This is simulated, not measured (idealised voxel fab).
A process module follows: voxel trench capacitor.
Shown is cross-section cut, with a width of 205 nm and square cells of size 5 nm.
Notation: cross-section as square-cell grid; stated in bands, top first, going down; one or more cell rows per band.
Heights first: top, then bottom, in nm. Then materials, left to right, each with a width in nm. "full width" on a single material: fills the band edge to edge. "blank": empty space.
Beneath 0, the wafer as received is one material, and that level is where height counting begins. The lowest band goes on downward without a bottom; it is written like "z 0 and below".
Quick explanation for "30 to 40": the width changes in equal steps down the rows of cells, from the first number in the band's top row to the second number in its bottom row.
It should be understood that the words "identical to before", when stated for a given step, signify that the cross-section underwent no change in any of its cells during that step.
The entry titled "Trapped void list" provides the empty spaces that have no open way to the top, restricted to those of 8 cells or more. Each is presented as width x height at distance, the distance being measured from the left edge, with all three in nm.
Read whatever lies past the settings on a step's line as the simulator's own remark about the step.
overlay nm: mask right of planned place by this much (step with mask). Neg. = left.
## Process steps foreseen in the plan
1. RECEIVE (material Si)
2. CONFORMAL_DEP (material SiN; thk nm 10)
3. MASKED_ETCH (tone open; mask id TRENCH; width nm 25; pitch nm 40; etch materials SiN; depth nm 10; overlay nm 0)
4. MASKED_ETCH (tone open; mask id TRENCH; width nm 15; pitch nm 40; etch materials Si; depth nm 30; overlay nm 0)
5. CONFORMAL_DEP (material SiO2; thk nm 5)
6. FILL_DEP (material polySi; thk nm 5)
7. CMP (height nm 10)
The wafers in this document start out alike and differ in the width nm applied at step 4; the plan shows the value used for the first wafer.
## This is how the first of several wafers looked in cross-section when it arrived, which is after step 1
z 0 and below = Si full width
Trapped void list: none
## After the module's final step, step 7: the first of several wafers in cross-section
z 10 to 0 = SiN 70 nm / SiO2 5 to 10 nm / polySi 15 to 5 nm / SiO2 5 to 10 nm / SiN 15 nm / SiO2 5 to 10 nm / polySi 15 to 5 nm / SiO2 5 to 10 nm / SiN 70 nm
z 0 to -25 = Si 75 nm / SiO2 5 nm / polySi 5 nm / SiO2 5 nm / Si 25 nm / SiO2 5 nm / polySi 5 nm / SiO2 5 nm / Si 75 nm
z -25 to -30 = Si 75 nm / SiO2 15 nm / Si 25 nm / SiO2 15 nm / Si 75 nm
z -30 and below = Si full width
Trapped void list: none
## Cross-sectional depiction of the last of several wafers upon completion of the module
z 10 to 0 = SiN 70 nm / SiO2 5 nm / polySi 15 nm / SiO2 5 nm / SiN 15 nm / SiO2 5 nm / polySi 15 nm / SiO2 5 nm / SiN 70 nm
z 0 to -25 = Si 70 nm / SiO2 5 nm / polySi 15 nm / SiO2 5 nm / Si 15 nm / SiO2 5 nm / polySi 15 nm / SiO2 5 nm / Si 70 nm
z -25 to -30 = Si 70 nm / SiO2 25 nm / Si 15 nm / SiO2 25 nm / Si 70 nm
z -30 and below = Si full width
Trapped void list: none
## Row per wafer, end-of-module: cell gain (+)/loss (-) by material since the wafer came in, then closed voids
width nm 15 | -36 Si | +62 SiN | +38 SiO2 | +18 polySi | Trapped void list: none
width nm 20 | -48 Si | +62 SiN | +38 SiO2 | +30 polySi | Trapped void list: none
width nm 25 | -60 Si | +62 SiN | +38 SiO2 | +42 polySi | Trapped void list: none
